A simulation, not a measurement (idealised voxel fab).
process module | voxel released beams
cross-section cut | 180 nm wide | cells 5 nm
A cross-section is a grid of square cells, given in bands from the top down. A band is one or more rows of cells.
Each band's line starts with the height of the band's top and of its bottom, in nm. Then come its materials from left to right, each with its width in nm. One material with "throughout" fills the band from edge to edge. "air" is empty space.
Height 0 is the level under which the wafer as received is all one material. The lowest band goes on downwards, as in "0 down".
A width such as "30 to 40" changes by the same amount from each row of cells to the next, from the band's top row to its bottom row.
"no change" after a step means that no cell of the cross-section changed.
closed voids: empty space of 8 cells or more with no open way to the top, each as width x height at its distance from the left edge, in nm
after a step's settings: what the simulator itself notes on the step
overlay nm, on a step with a mask: how far to the right of its planned place the mask lay; to the left if negative
plan
1 op RECEIVE | material Si
2 op CONFORMAL_DEP | material SiN | thk nm 5
3 op DIRECTIONAL_DEP | material SiO2 | thk nm 10
4 op DIRECTIONAL_DEP | material aC | thk nm 15
5 op PATTERN | tone open | mask id ANCHOR | material resist | width nm 40 | thk nm 35 | overlay nm 0
6 op DIRECTIONAL_ETCH | etch materials aC | depth nm 15
7 op STRIP | etch materials resist
8 op DIRECTIONAL_ETCH | etch materials SiO2 | depth nm 10
9 op STRIP | etch materials aC
10 op CONFORMAL_DEP | material W | thk nm 15
11 op DIRECTIONAL_DEP | material aC | thk nm 10
12 op PATTERN | tone cover | mask id BEAM | material resist | width nm 100 | thk nm 25 | overlay nm 0
13 op DIRECTIONAL_ETCH | etch materials aC | depth nm 10
14 op STRIP | etch materials resist
15 op DIRECTIONAL_ETCH | etch materials W | depth nm 15
16 op STRIP | etch materials aC
17 op STRIP | etch materials SiO2
as received, after step 1
  0 down: Si throughout
  closed voids: none
a wafer at the end: this start, this plan, one mistake
  30 to 20: air 40 | W 15 | air 10 | W 75 | air 40
  20 to 15: air 40 | W 100 | air 40
  15 to 5: air 40 | W 40 | air 100
  5 to 0: SiN throughout
  0 down: Si throughout
  closed voids: none
what went wrong: step 12 ran as: op PATTERN | tone cover | mask id BEAM | material resist | width nm 100 | thk nm 25 | overlay nm 5
